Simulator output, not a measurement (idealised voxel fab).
The name of this process module is voxel transistor to metal.
Cross-sectional view cut (width: 140 nm; square cell size: 5 nm).
The cross-sections in this document take the form of a grid made of square cells. They are written out as bands, in order from top to bottom. Each band consists of one or more rows of cells.
Look at the band entry: it leads with the top's height and the bottom's height in nm. Then it lists the materials left to right, with a width in nm for each. The word "throughout" on a single material says that material fills the band edge to edge. The word "empty" is empty space.
Where do heights start? At 0: under that level the wafer as delivered is made of one material only. And the lowest band has no floor; it just carries on downward, as in "0 -> down".
So if you see something like "30 to 40" for the width, read it as the top row of the band sitting at the first number and the bottom row at the second, with every row in between moving by the same amount as the last.
No cell of the cross-section changed in a step that is given as "left unchanged".
In "Entrapped void list" the enclosed voids are listed, meaning empty spaces of 8 cells or larger without any opening to the top. The form is width x height at distance, distance from the left edge, units nm.
after a step's settings: what the simulator itself notes on the step
"overlay nm" on a masked step: distance the mask lay right of its planned place, negative for left.
Pairs from here to the end. Each: cross-section before one process step, cross-section after it, the latter only as far down as the lowest band that changed. Under each: the step between, and its settings. Mind that the pairs may be taken from different runs of this module on the same starting wafer; whether a pair continues from the pair above depends on its entry headed "Snapshot before", and it does only where that entry says so.
Snapshot before:
	90 -> 75 = empty=20 | aC=20 | empty=55 | aC=20 | empty=25
	75 -> 55 = empty=20 | Ru=20 | empty=55 | Ru=20 | empty=25
	55 -> 50 = TiN throughout
	50 -> 40 = SiO2=20 | TiN=5 | Ru=10 | TiN=5 | SiO2=55 | TiN=5 | Ru=10 | TiN=5 | SiO2=25
	40 -> 25 = SiO2=20 | TiN=5 | Ru=10 | TiN=5 | SiO2=15 | SiN=5 | SiCN=15 | SiN=5 | SiO2=15 | TiN=5 | Ru=10 | TiN=5 | SiO2=25
	25 -> 5 = SiO2=20 | TiN=5 | Ru=10 | TiN=5 | SiO2=15 | SiN=5 | polySi=15 | SiN=5 | SiO2=15 | TiN=5 | Ru=10 | TiN=5 | SiO2=25
	5 -> 0 = SiO2=20 | TiN=5 | Ru=10 | TiN=5 | nSi=15 | SiN=5 | polySi=15 | SiN=5 | nSi=15 | TiN=5 | Ru=10 | TiN=5 | SiO2=25
	0 -> -5 = SiO2=10 | SiN=5 | SiO2=5 | TiN=5 | Ru=10 | TiN=5 | nSi=15 | SiN=5 | polySi=15 | SiN=5 | nSi=15 | TiN=5 | Ru=10 | TiN=5 | SiO2=5 | SiN=5 | SiO2=15
	-5 -> -10 = SiO2=20 | TiN=20 | nSi=15 | SiO2=25 | nSi=15 | TiN=20 | SiO2=25
	-10 -> -25 = SiO2=20 | nSi=35 | Si=25 | nSi=35 | SiO2=25
	-25 -> -30 = SiO2=20 | Si=95 | SiO2=25
	-30 -> down = Si throughout
	Entrapped void list: none
After the Step:
	90 -> 75 = empty=20 | aC=20 | empty=55 | aC=20 | empty=25
	75 -> 55 = empty=20 | Ru=20 | empty=55 | Ru=20 | empty=25
	55 -> 50 = empty=20 | TiN=20 | empty=55 | TiN=20 | empty=25
	All layers under 50 are left as they were.
	Entrapped void list: none
The before and after cross-sections above are linked by op DIRECTIONAL_ETCH | etch materials TiN | depth nm 5
Snapshot before: the after view from the pair directly above serves as the before view here.
After the Step:
	75 -> 55 = empty=20 | Ru=20 | empty=55 | Ru=20 | empty=25
	All layers under 55 are left as they were.
	Entrapped void list: none
The before and after cross-sections above are linked by op STRIP | etch materials aC
Snapshot before: the after view from the pair directly above serves as the before view here.
After the Step:
	80 -> 75 = empty=15 | SiCN=30 | empty=45 | SiCN=30 | empty=20
	75 -> 55 = empty=15 | SiCN=5 | Ru=20 | SiCN=5 | empty=45 | SiCN=5 | Ru=20 | SiCN=5 | empty=20
	55 -> 50 = SiCN=20 | TiN=20 | SiCN=55 | TiN=20 | SiCN=25
	All layers under 50 are left as they were.
	Entrapped void list: none
The before and after cross-sections above are linked by op CONFORMAL_DEP | material SiCN | thk nm 5
Snapshot before: the after view from the pair directly above serves as the before view here.
After the Step:
	90 -> 80 = lowk throughout
	80 -> 75 = lowk=15 | SiCN=30 | lowk=45 | SiCN=30 | lowk=20
	75 -> 55 = lowk=15 | SiCN=5 | Ru=20 | SiCN=5 | lowk=45 | SiCN=5 | Ru=20 | SiCN=5 | lowk=20
	All layers under 55 are left as they were.
	Entrapped void list: none
The before and after cross-sections above are linked by op FILL_DEP | material lowk | thk nm 10
Snapshot before: the after view from the pair directly above serves as the before view here.
After the Step:
	75 -> 55 = lowk=15 | SiCN=5 | Ru=20 | SiCN=5 | lowk=45 | SiCN=5 | Ru=20 | SiCN=5 | lowk=20
	All layers under 55 are left as they were.
	Entrapped void list: none
The before and after cross-sections above are linked by op CMP | height nm 75
Snapshot before: the after view from the pair directly above serves as the before view here.
After the Step:
	80 -> 75 = SiN throughout
	All layers under 75 are left as they were.
	Entrapped void list: none
The before and after cross-sections above are linked by op CONFORMAL_DEP | material SiN | thk nm 5
Snapshot before:
	45 -> 40 = SiCN=10 | empty=115 | SiCN=15
	40 -> 30 = SiCN throughout
	30 -> 25 = polySi=10 | SiCN=115 | polySi=15
	25 -> 0 = polySi throughout
	0 -> -5 = SiO2=10 | polySi=115 | SiO2=15
	-5 -> -10 = SiO2 throughout
	-10 -> -30 = SiO2=20 | Si=95 | SiO2=25
	-30 -> down = Si throughout
	Entrapped void list: none
After the Step:
	65 -> 45 = empty=45 | resist=25 | empty=70
	45 -> 40 = SiCN=10 | empty=35 | resist=25 | empty=55 | SiCN=15
	All layers under 40 are left as they were.
	Entrapped void list: none
The before and after cross-sections above are linked by op PATTERN | tone cover | mask id GATE | material resist | width nm 25 | thk nm 20 | overlay nm -10
Snapshot before: the after view from the pair directly above serves as the before view here.
After the Step:
	65 -> 40 = empty=45 | resist=25 | empty=70
	40 -> 30 = empty=45 | SiCN=25 | empty=70
	30 -> 25 = polySi=10 | empty=35 | SiCN=25 | empty=55 | polySi=15
	All layers under 25 are left as they were.
	Entrapped void list: none
The before and after cross-sections above are linked by op DIRECTIONAL_ETCH | etch materials SiCN | depth nm 25
Snapshot before: the after view from the pair directly above serves as the before view here.
After the Step:
	65 -> 40 = empty=45 | resist=25 | empty=70
	40 -> 25 = empty=45 | SiCN=25 | empty=70
	25 -> 0 = empty=45 | polySi=25 | empty=70
	0 -> -5 = SiO2=10 | empty=35 | polySi=25 | empty=55 | SiO2=15
	All layers under -5 are left as they were.
	Entrapped void list: none
The before and after cross-sections above are linked by op DIRECTIONAL_ETCH | etch materials polySi | depth nm 40
Snapshot before: the after view from the pair directly above serves as the before view here.
After the Step:
	40 -> 25 = empty=45 | SiCN=25 | empty=70
	All layers under 25 are left as they were.
	Entrapped void list: none
The before and after cross-sections above are linked by op STRIP | etch materials resist
Snapshot before: the after view from the pair directly above serves as the before view here.
After the Step:
	45 -> 40 = empty=40 | SiN=35 | empty=65
	40 -> 25 = empty=40 | SiN=5 | SiCN=25 | SiN=5 | empty=65
	25 -> 5 = empty=40 | SiN=5 | polySi=25 | SiN=5 | empty=65
	5 -> 0 = SiN=15 | empty=25 | SiN=5 | polySi=25 | SiN=5 | empty=45 | SiN=20
	0 -> -5 = SiO2=10 | SiN=35 | polySi=25 | SiN=55 | SiO2=15
	All layers under -5 are left as they were.
	Entrapped void list: none
The before and after cross-sections above are linked by op CONFORMAL_DEP | material SiN | thk nm 5
Snapshot before: the after view from the pair directly above serves as the before view here.
After the Step:
	40 -> 25 = empty=40 | SiN=5 | SiCN=25 | SiN=5 | empty=65
	25 -> 0 = empty=40 | SiN=5 | polySi=25 | SiN=5 | empty=65
	0 -> -5 = SiO2=10 | SiN=5 | empty=25 | SiN=5 | polySi=25 | SiN=5 | empty=45 | SiN=5 | SiO2=15
	All layers under -5 are left as they were.
	Entrapped void list: none
The before and after cross-sections above are linked by op DIRECTIONAL_ETCH | etch materials SiN | depth nm 5
Snapshot before: the after view from the pair directly above serves as the before view here.
After the Step:
	40 -> 25 = empty=40 | SiN=5 | SiCN=25 | SiN=5 | empty=65
	25 -> 0 = empty=40 | SiN=5 | polySi=25 | SiN=5 | empty=65
	0 -> -5 = empty=10 | SiN=5 | empty=25 | SiN=5 | polySi=25 | SiN=5 | empty=45 | SiN=5 | empty=15
	-5 -> -10 = SiO2=15 | empty=25 | SiO2=35 | empty=45 | SiO2=20
	All layers under -10 are left as they were.
	Entrapped void list: none
The before and after cross-sections above are linked by op DIRECTIONAL_ETCH | etch materials SiO2 | depth nm 5
Snapshot before: the after view from the pair directly above serves as the before view here.
After the Step:
	40 -> 25 = empty=40 | SiN=5 | SiCN=25 | SiN=5 | empty=65
	25 -> 0 = empty=40 | SiN=5 | polySi=25 | SiN=5 | empty=65
	0 -> -5 = empty=10 | SiN=5 | empty=25 | SiN=5 | polySi=25 | SiN=5 | empty=45 | SiN=5 | empty=15
	-5 -> -10 = SiO2=15 | empty=25 | SiO2=35 | empty=45 | SiO2=20
	-10 -> -25 = SiO2=20 | empty=20 | Si=35 | empty=40 | SiO2=25
	All layers under -25 are left as they were.
	Entrapped void list: none
The before and after cross-sections above are linked by op DIRECTIONAL_ETCH | etch materials Si | depth nm 15
Snapshot before: the after view from the pair directly above serves as the before view here.
After the Step:
	40 -> 25 = empty=40 | SiN=5 | SiCN=25 | SiN=5 | empty=65
	25 -> 5 = empty=40 | SiN=5 | polySi=25 | SiN=5 | empty=65
	5 -> 0 = empty=25 | nSi=15 | SiN=5 | polySi=25 | SiN=5 | nSi=15 | empty=50
	0 -> -5 = empty=10 | SiN=5 | empty=10 | nSi=15 | SiN=5 | polySi=25 | SiN=5 | nSi=15 | empty=30 | SiN=5 | empty=15
	-5 -> -10 = SiO2=15 | empty=10 | nSi=15 | SiO2=35 | nSi=15 | empty=30 | SiO2=20
	-10 -> -25 = SiO2=20 | nSi=20 | Si=35 | nSi=40 | SiO2=25
	All layers under -25 are left as they were.
	Entrapped void list: none
The before and after cross-sections above are linked by op EPI | material nSi | thk nm 15
Snapshot before: the after view from the pair directly above serves as the before view here.
After the Step:
	45 -> 40 = SiO2 throughout
	40 -> 25 = SiO2=40 | SiN=5 | SiCN=25 | SiN=5 | SiO2=65
	25 -> 5 = SiO2=40 | SiN=5 | polySi=25 | SiN=5 | SiO2=65
	5 -> 0 = SiO2=25 | nSi=15 | SiN=5 | polySi=25 | SiN=5 | nSi=15 | SiO2=50
	0 -> -5 = SiO2=10 | SiN=5 | SiO2=10 | nSi=15 | SiN=5 | polySi=25 | SiN=5 | nSi=15 | SiO2=30 | SiN=5 | SiO2=15
	-5 -> -10 = SiO2=25 | nSi=15 | SiO2=35 | nSi=15 | SiO2=50
	All layers under -10 are left as they were.
	Entrapped void list: none
The before and after cross-sections above are linked by op FILL_DEP | material SiO2 | thk nm 5
Snapshot before: the after view from the pair directly above serves as the before view here.
After the Step:
	40 -> 25 = SiO2=40 | SiN=5 | SiCN=25 | SiN=5 | SiO2=65
	All layers under 25 are left as they were.
	Entrapped void list: none
The before and after cross-sections above are linked by op CMP | height nm 40
Snapshot before: the after view from the pair directly above serves as the before view here.
After the Step:
	50 -> 40 = SiO2 throughout
	All layers under 40 are left as they were.
	Entrapped void list: none
The before and after cross-sections above are linked by op DIRECTIONAL_DEP | material SiO2 | thk nm 10
Snapshot before: the after view from the pair directly above serves as the before view here.
After the Step:
	50 -> 40 = SiO2=20 | empty=20 | SiO2=55 | empty=20 | SiO2=25
	40 -> 25 = SiO2=20 | empty=20 | SiN=5 | SiCN=25 | SiN=5 | SiO2=20 | empty=20 | SiO2=25
	25 -> 5 = SiO2=20 | empty=20 | SiN=5 | polySi=25 | SiN=5 | SiO2=20 | empty=20 | SiO2=25
	5 -> 0 = SiO2=20 | empty=5 | nSi=15 | SiN=5 | polySi=25 | SiN=5 | nSi=15 | SiO2=5 | empty=20 | SiO2=25
	0 -> -5 = SiO2=10 | SiN=5 | SiO2=5 | empty=5 | nSi=15 | SiN=5 | polySi=25 | SiN=5 | nSi=15 | SiO2=5 | empty=20 | SiO2=5 | SiN=5 | SiO2=15
	-5 -> -10 = SiO2=20 | empty=5 | nSi=15 | SiO2=35 | nSi=15 | SiO2=5 | empty=20 | SiO2=25
	All layers under -10 are left as they were.
	Entrapped void list: none
The before and after cross-sections above are linked by op MASKED_ETCH | tone open | mask id CONTACT | width nm 20 | pitch nm 75 | etch materials SiO2 | depth nm 60 | overlay nm 0
Snapshot before: the after view from the pair directly above serves as the before view here.
After the Step:
	55 -> 50 = TiN=25 | empty=10 | TiN=65 | empty=10 | TiN=30
	50 -> 40 = SiO2=20 | TiN=5 | empty=10 | TiN=5 | SiO2=55 | TiN=5 | empty=10 | TiN=5 | SiO2=25
	40 -> 25 = SiO2=20 | TiN=5 | empty=10 | TiN=5 | SiN=5 | SiCN=25 | SiN=5 | SiO2=20 | TiN=5 | empty=10 | TiN=5 | SiO2=25
	25 -> 10 = SiO2=20 | TiN=5 | empty=10 | TiN=5 | SiN=5 | polySi=25 | SiN=5 | SiO2=20 | TiN=5 | empty=10 | TiN=5 | SiO2=25
	10 -> 5 = SiO2=20 | TiN=20 | SiN=5 | polySi=25 | SiN=5 | SiO2=20 | TiN=5 | empty=10 | TiN=5 | SiO2=25
	5 -> 0 = SiO2=20 | TiN=5 | nSi=15 | SiN=5 | polySi=25 | SiN=5 | nSi=15 | SiO2=5 | TiN=5 | empty=10 | TiN=5 | SiO2=25
	0 -> -5 = SiO2=10 | SiN=5 | SiO2=5 | TiN=5 | nSi=15 | SiN=5 | polySi=25 | SiN=5 | nSi=15 | SiO2=5 | TiN=5 | empty=10 | TiN=5 | SiO2=5 | SiN=5 | SiO2=15
	-5 -> -10 = SiO2=20 | TiN=5 | nSi=15 | SiO2=35 | nSi=15 | SiO2=5 | TiN=20 | SiO2=25
	All layers under -10 are left as they were.
	Entrapped void list: none
The before and after cross-sections above are linked by op CONFORMAL_DEP | material TiN | thk nm 5
Snapshot before: the after view from the pair directly above serves as the before view here.
After the Step:
	60 -> 55 = Ru throughout
	55 -> 50 = TiN=25 | Ru=10 | TiN=65 | Ru=10 | TiN=30
	50 -> 40 = SiO2=20 | TiN=5 | Ru=10 | TiN=5 | SiO2=55 | TiN=5 | Ru=10 | TiN=5 | SiO2=25
	40 -> 25 = SiO2=20 | TiN=5 | Ru=10 | TiN=5 | SiN=5 | SiCN=25 | SiN=5 | SiO2=20 | TiN=5 | Ru=10 | TiN=5 | SiO2=25
	25 -> 10 = SiO2=20 | TiN=5 | Ru=10 | TiN=5 | SiN=5 | polySi=25 | SiN=5 | SiO2=20 | TiN=5 | Ru=10 | TiN=5 | SiO2=25
	10 -> 5 = SiO2=20 | TiN=20 | SiN=5 | polySi=25 | SiN=5 | SiO2=20 | TiN=5 | Ru=10 | TiN=5 | SiO2=25
	5 -> 0 = SiO2=20 | TiN=5 | nSi=15 | SiN=5 | polySi=25 | SiN=5 | nSi=15 | SiO2=5 | TiN=5 | Ru=10 | TiN=5 | SiO2=25
	0 -> -5 = SiO2=10 | SiN=5 | SiO2=5 | TiN=5 | nSi=15 | SiN=5 | polySi=25 | SiN=5 | nSi=15 | SiO2=5 | TiN=5 | Ru=10 | TiN=5 | SiO2=5 | SiN=5 | SiO2=15
	All layers under -5 are left as they were.
	Entrapped void list: none
The before and after cross-sections above are linked by op FILL_DEP | material Ru | thk nm 5
Snapshot before: the after view from the pair directly above serves as the before view here.
After the Step:
	50 -> 40 = SiO2=20 | TiN=5 | Ru=10 | TiN=5 | SiO2=55 | TiN=5 | Ru=10 | TiN=5 | SiO2=25
	All layers under 40 are left as they were.
	Entrapped void list: none
The before and after cross-sections above are linked by op CMP | height nm 50
Snapshot before: the after view from the pair directly above serves as the before view here.
After the Step:
	55 -> 50 = TiN throughout
	All layers under 50 are left as they were.
	Entrapped void list: none
The before and after cross-sections above are linked by op DIRECTIONAL_DEP | material TiN | thk nm 5
Snapshot before: the after view from the pair directly above serves as the before view here.
After the Step:
	75 -> 55 = Ru throughout
	All layers under 55 are left as they were.
	Entrapped void list: none
The before and after cross-sections above are linked by op DIRECTIONAL_DEP | material Ru | thk nm 20
Snapshot before: the after view from the pair directly above serves as the before view here.
After the Step:
	90 -> 75 = aC throughout
	All layers under 75 are left as they were.
	Entrapped void list: none
The before and after cross-sections above are linked by op DIRECTIONAL_DEP | material aC | thk nm 15
Snapshot before: the after view from the pair directly above serves as the before view here.
After the Step:
	125 -> 90 = empty=20 | resist=20 | empty=55 | resist=20 | empty=25
	All layers under 90 are left as they were.
	Entrapped void list: none
The before and after cross-sections above are linked by op PATTERN | tone cover | mask id METAL_1 | material resist | width nm 20 | pitch nm 75 | thk nm 35 | overlay nm 0
Snapshot before: the after view from the pair directly above serves as the before view here.
After the Step:
	110 -> 90 = empty=20 | resist=20 | empty=55 | resist=20 | empty=25
	90 -> 75 = empty=20 | aC=20 | empty=55 | aC=20 | empty=25
	All layers under 75 are left as they were.
	Entrapped void list: none
The before and after cross-sections above are linked by op DIRECTIONAL_ETCH | etch materials aC | depth nm 15
Snapshot before: the after view from the pair directly above serves as the before view here.
After the Step:
	90 -> 75 = empty=20 | aC=20 | empty=55 | aC=20 | empty=25
	All layers under 75 are left as they were.
	Entrapped void list: none
The before and after cross-sections above are linked by op STRIP | etch materials resist
Snapshot before: the after view from the pair directly above serves as the before view here.
After the Step:
	90 -> 75 = empty=20 | aC=20 | empty=55 | aC=20 | empty=25
	75 -> 55 = empty=20 | Ru=20 | empty=55 | Ru=20 | empty=25
	All layers under 55 are left as they were.
	Entrapped void list: none
The before and after cross-sections above are linked by op DIRECTIONAL_ETCH | etch materials Ru | depth nm 20
Snapshot before: the after view from the pair directly above serves as the before view here.
After the Step:
	90 -> 75 = empty=20 | aC=20 | empty=55 | aC=20 | empty=25
	75 -> 55 = empty=20 | Ru=20 | empty=55 | Ru=20 | empty=25
	55 -> 50 = empty=20 | TiN=20 | empty=55 | TiN=20 | empty=25
	All layers under 50 are left as they were.
	Entrapped void list: none
The before and after cross-sections above are linked by op DIRECTIONAL_ETCH | etch materials TiN | depth nm 5
Snapshot before: the after view from the pair directly above serves as the before view here.
After the Step:
	75 -> 55 = empty=20 | Ru=20 | empty=55 | Ru=20 | empty=25
	All layers under 55 are left as they were.
	Entrapped void list: none
The before and after cross-sections above are linked by op STRIP | etch materials aC
Snapshot before: the after view from the pair directly above serves as the before view here.
After the Step:
	80 -> 75 = empty=15 | SiCN=30 | empty=45 | SiCN=30 | empty=20
	75 -> 55 = empty=15 | SiCN=5 | Ru=20 | SiCN=5 | empty=45 | SiCN=5 | Ru=20 | SiCN=5 | empty=20
	55 -> 50 = SiCN=20 | TiN=20 | SiCN=55 | TiN=20 | SiCN=25
	All layers under 50 are left as they were.
	Entrapped void list: none
The before and after cross-sections above are linked by op CONFORMAL_DEP | material SiCN | thk nm 5
Snapshot before: the after view from the pair directly above serves as the before view here.
After the Step:
	90 -> 80 = lowk throughout
	80 -> 75 = lowk=15 | SiCN=30 | lowk=45 | SiCN=30 | lowk=20
	75 -> 55 = lowk=15 | SiCN=5 | Ru=20 | SiCN=5 | lowk=45 | SiCN=5 | Ru=20 | SiCN=5 | lowk=20
	All layers under 55 are left as they were.
	Entrapped void list: none
The before and after cross-sections above are linked by op FILL_DEP | material lowk | thk nm 10
Snapshot before: the after view from the pair directly above serves as the before view here.
After the Step:
	75 -> 55 = lowk=15 | SiCN=5 | Ru=20 | SiCN=5 | lowk=45 | SiCN=5 | Ru=20 | SiCN=5 | lowk=20
	All layers under 55 are left as they were.
	Entrapped void list: none
The before and after cross-sections above are linked by op CMP | height nm 75
Snapshot before: the after view from the pair directly above serves as the before view here.
After the Step:
	80 -> 75 = SiN throughout
	All layers under 75 are left as they were.
	Entrapped void list: none
The before and after cross-sections above are linked by op CONFORMAL_DEP | material SiN | thk nm 5
Snapshot before:
	0 -> -5 = SiO2=10 | empty=115 | SiO2=15
	-5 -> -10 = SiO2 throughout
	-10 -> -30 = SiO2=20 | Si=95 | SiO2=25
	-30 -> down = Si throughout
	Entrapped void list: none
After the Step:
	30 -> 25 = SiN=10 | empty=115 | SiN=15
	25 -> 0 = SiN throughout
	0 -> -5 = SiO2=10 | SiN=115 | SiO2=15
	All layers under -5 are left as they were.
	Entrapped void list: none
The before and after cross-sections above are linked by op DIRECTIONAL_DEP | material SiN | thk nm 30
Snapshot before: the after view from the pair directly above serves as the before view here.
After the Step:
	45 -> 40 = SiCN=10 | empty=115 | SiCN=15
	40 -> 30 = SiCN throughout
	30 -> 25 = SiN=10 | SiCN=115 | SiN=15
	All layers under 25 are left as they were.
	Entrapped void list: none
The before and after cross-sections above are linked by op DIRECTIONAL_DEP | material SiCN | thk nm 15
Snapshot before: the after view from the pair directly above serves as the before view here.
After the Step:
	65 -> 45 = empty=55 | resist=25 | empty=60
	45 -> 40 = SiCN=10 | empty=45 | resist=25 | empty=45 | SiCN=15
	All layers under 40 are left as they were.
	Entrapped void list: none
The before and after cross-sections above are linked by op PATTERN | tone cover | mask id GATE | material resist | width nm 25 | thk nm 20 | overlay nm 0
Snapshot before: the after view from the pair directly above serves as the before view here.
After the Step:
	65 -> 40 = empty=55 | resist=25 | empty=60
	40 -> 30 = empty=55 | SiCN=25 | empty=60
	30 -> 25 = SiN=10 | empty=45 | SiCN=25 | empty=45 | SiN=15
	All layers under 25 are left as they were.
	Entrapped void list: none
The before and after cross-sections above are linked by op DIRECTIONAL_ETCH | etch materials SiCN | depth nm 25
Snapshot before: the after view from the pair directly above serves as the before view here.
After the Step:
	40 -> 30 = empty=55 | SiCN=25 | empty=60
	All layers under 30 are left as they were.
	Entrapped void list: none
The before and after cross-sections above are linked by op STRIP | etch materials resist
Snapshot before: the after view from the pair directly above serves as the before view here.
After the Step:
	45 -> 40 = empty=50 | SiN=35 | empty=55
	40 -> 35 = empty=50 | SiN=5 | SiCN=25 | SiN=5 | empty=55
	35 -> 30 = SiN=15 | empty=35 | SiN=5 | SiCN=25 | SiN=5 | empty=35 | SiN=20
	30 -> 25 = SiN=55 | SiCN=25 | SiN=60
	All layers under 25 are left as they were.
	Entrapped void list: none
The before and after cross-sections above are linked by op CONFORMAL_DEP | material SiN | thk nm 5
Snapshot before: the after view from the pair directly above serves as the before view here.
After the Step:
	40 -> 30 = empty=50 | SiN=5 | SiCN=25 | SiN=5 | empty=55
	30 -> 25 = SiN=15 | empty=35 | SiN=5 | SiCN=25 | SiN=5 | empty=35 | SiN=20
	All layers under 25 are left as they were.
	Entrapped void list: none
The before and after cross-sections above are linked by op DIRECTIONAL_ETCH | etch materials SiN | depth nm 5
Snapshot before: the after view from the pair directly above serves as the before view here.
After the Step:
	45 -> 40 = SiO2 throughout
	40 -> 30 = SiO2=50 | SiN=5 | SiCN=25 | SiN=5 | SiO2=55
	30 -> 25 = SiN=15 | SiO2=35 | SiN=5 | SiCN=25 | SiN=5 | SiO2=35 | SiN=20
	All layers under 25 are left as they were.
	Entrapped void list: none
The before and after cross-sections above are linked by op FILL_DEP | material SiO2 | thk nm 5
Snapshot before: the after view from the pair directly above serves as the before view here.
After the Step:
	40 -> 30 = SiO2=50 | SiN=5 | SiCN=25 | SiN=5 | SiO2=55
	All layers under 30 are left as they were.
	Entrapped void list: none
The before and after cross-sections above are linked by op CMP | height nm 40
Snapshot before: the after view from the pair directly above serves as the before view here.
After the Step:
	50 -> 40 = SiO2 throughout
	All layers under 40 are left as they were.
	Entrapped void list: none
The before and after cross-sections above are linked by op DIRECTIONAL_DEP | material SiO2 | thk nm 10
Snapshot before: the after view from the pair directly above serves as the before view here.
After the Step:
	50 -> 40 = SiO2=20 | empty=20 | SiO2=55 | empty=20 | SiO2=25
	40 -> 30 = SiO2=20 | empty=20 | SiO2=10 | SiN=5 | SiCN=25 | SiN=5 | SiO2=10 | empty=20 | SiO2=25
	30 -> 25 = SiN=15 | SiO2=5 | empty=20 | SiO2=10 | SiN=5 | SiCN=25 | SiN=5 | SiO2=10 | empty=20 | SiO2=5 | SiN=20
	All layers under 25 are left as they were.
	Entrapped void list: none
The before and after cross-sections above are linked by op MASKED_ETCH | tone open | mask id CONTACT | width nm 20 | pitch nm 75 | etch materials SiO2 | depth nm 60 | overlay nm 0
Snapshot before: the after view from the pair directly above serves as the before view here.
After the Step:
	55 -> 50 = TiN=25 | empty=10 | TiN=65 | empty=10 | TiN=30
	50 -> 40 = SiO2=20 | TiN=5 | empty=10 | TiN=5 | SiO2=55 | TiN=5 | empty=10 | TiN=5 | SiO2=25
	40 -> 30 = SiO2=20 | TiN=5 | empty=10 | TiN=5 | SiO2=10 | SiN=5 | SiCN=25 | SiN=5 | SiO2=10 | TiN=5 | empty=10 | TiN=5 | SiO2=25
	30 -> 25 = SiN=15 | SiO2=5 | TiN=20 | SiO2=10 | SiN=5 | SiCN=25 | SiN=5 | SiO2=10 | TiN=20 | SiO2=5 | SiN=20
	All layers under 25 are left as they were.
	Entrapped void list: none
The before and after cross-sections above are linked by op CONFORMAL_DEP | material TiN | thk nm 5
Snapshot before: the after view from the pair directly above serves as the before view here.
After the Step:
	60 -> 55 = Ru throughout
	55 -> 50 = TiN=25 | Ru=10 | TiN=65 | Ru=10 | TiN=30
	50 -> 40 = SiO2=20 | TiN=5 | Ru=10 | TiN=5 | SiO2=55 | TiN=5 | Ru=10 | TiN=5 | SiO2=25
	40 -> 30 = SiO2=20 | TiN=5 | Ru=10 | TiN=5 | SiO2=10 | SiN=5 | SiCN=25 | SiN=5 | SiO2=10 | TiN=5 | Ru=10 | TiN=5 | SiO2=25
	All layers under 30 are left as they were.
	Entrapped void list: none
The before and after cross-sections above are linked by op FILL_DEP | material Ru | thk nm 5
Snapshot before: the after view from the pair directly above serves as the before view here.
After the Step:
	50 -> 40 = SiO2=20 | TiN=5 | Ru=10 | TiN=5 | SiO2=55 | TiN=5 | Ru=10 | TiN=5 | SiO2=25
	All layers under 40 are left as they were.
	Entrapped void list: none
The before and after cross-sections above are linked by op CMP | height nm 50
Snapshot before: the after view from the pair directly above serves as the before view here.
After the Step:
	55 -> 50 = TiN throughout
	All layers under 50 are left as they were.
	Entrapped void list: none
The before and after cross-sections above are linked by op DIRECTIONAL_DEP | material TiN | thk nm 5
Snapshot before: the after view from the pair directly above serves as the before view here.
After the Step:
	75 -> 55 = Ru throughout
	All layers under 55 are left as they were.
	Entrapped void list: none
The before and after cross-sections above are linked by op DIRECTIONAL_DEP | material Ru | thk nm 20
Snapshot before: the after view from the pair directly above serves as the before view here.
After the Step:
	90 -> 75 = aC throughout
	All layers under 75 are left as they were.
	Entrapped void list: none
The before and after cross-sections above are linked by op DIRECTIONAL_DEP | material aC | thk nm 15
Snapshot before: the after view from the pair directly above serves as the before view here.
After the Step:
	125 -> 90 = empty=20 | resist=20 | empty=55 | resist=20 | empty=25
	All layers under 90 are left as they were.
	Entrapped void list: none
The before and after cross-sections above are linked by op PATTERN | tone cover | mask id METAL_1 | material resist | width nm 20 | pitch nm 75 | thk nm 35 | overlay nm 0
Snapshot before: the after view from the pair directly above serves as the before view here.
After the Step:
	110 -> 90 = empty=20 | resist=20 | empty=55 | resist=20 | empty=25
	90 -> 75 = empty=20 | aC=20 | empty=55 | aC=20 | empty=25
	All layers under 75 are left as they were.
	Entrapped void list: none
The before and after cross-sections above are linked by op DIRECTIONAL_ETCH | etch materials aC | depth nm 15
Snapshot before: the after view from the pair directly above serves as the before view here.
After the Step:
	90 -> 75 = empty=20 | aC=20 | empty=55 | aC=20 | empty=25
	All layers under 75 are left as they were.
	Entrapped void list: none
The before and after cross-sections above are linked by op STRIP | etch materials resist
Snapshot before: the after view from the pair directly above serves as the before view here.
After the Step:
	90 -> 75 = empty=20 | aC=20 | empty=55 | aC=20 | empty=25
	75 -> 55 = empty=20 | Ru=20 | empty=55 | Ru=20 | empty=25
	All layers under 55 are left as they were.
	Entrapped void list: none
The before and after cross-sections above are linked by op DIRECTIONAL_ETCH | etch materials Ru | depth nm 20
Snapshot before: the after view from the pair directly above serves as the before view here.
After the Step:
	90 -> 75 = empty=20 | aC=20 | empty=55 | aC=20 | empty=25
	75 -> 55 = empty=20 | Ru=20 | empty=55 | Ru=20 | empty=25
	55 -> 50 = empty=20 | TiN=20 | empty=55 | TiN=20 | empty=25
	All layers under 50 are left as they were.
	Entrapped void list: none
The before and after cross-sections above are linked by op DIRECTIONAL_ETCH | etch materials TiN | depth nm 5
Snapshot before: the after view from the pair directly above serves as the before view here.
After the Step:
	75 -> 55 = empty=20 | Ru=20 | empty=55 | Ru=20 | empty=25
	All layers under 55 are left as they were.
	Entrapped void list: none
The before and after cross-sections above are linked by op STRIP | etch materials aC
Snapshot before: the after view from the pair directly above serves as the before view here.
After the Step:
	80 -> 75 = empty=15 | SiCN=30 | empty=45 | SiCN=30 | empty=20
	75 -> 55 = empty=15 | SiCN=5 | Ru=20 | SiCN=5 | empty=45 | SiCN=5 | Ru=20 | SiCN=5 | empty=20
	55 -> 50 = SiCN=20 | TiN=20 | SiCN=55 | TiN=20 | SiCN=25
	All layers under 50 are left as they were.
	Entrapped void list: none
The before and after cross-sections above are linked by op CONFORMAL_DEP | material SiCN | thk nm 5
Snapshot before: the after view from the pair directly above serves as the before view here.
After the Step:
	90 -> 80 = lowk throughout
	80 -> 75 = lowk=15 | SiCN=30 | lowk=45 | SiCN=30 | lowk=20
	75 -> 55 = lowk=15 | SiCN=5 | Ru=20 | SiCN=5 | lowk=45 | SiCN=5 | Ru=20 | SiCN=5 | lowk=20
	All layers under 55 are left as they were.
	Entrapped void list: none
The before and after cross-sections above are linked by op FILL_DEP | material lowk | thk nm 10
Snapshot before: the after view from the pair directly above serves as the before view here.
After the Step:
	75 -> 55 = lowk=15 | SiCN=5 | Ru=20 | SiCN=5 | lowk=45 | SiCN=5 | Ru=20 | SiCN=5 | lowk=20
	All layers under 55 are left as they were.
	Entrapped void list: none
The before and after cross-sections above are linked by op CMP | height nm 75
Snapshot before: the after view from the pair directly above serves as the before view here.
After the Step:
	80 -> 75 = SiN throughout
	All layers under 75 are left as they were.
	Entrapped void list: none
The before and after cross-sections above are linked by op CONFORMAL_DEP | material SiN | thk nm 5
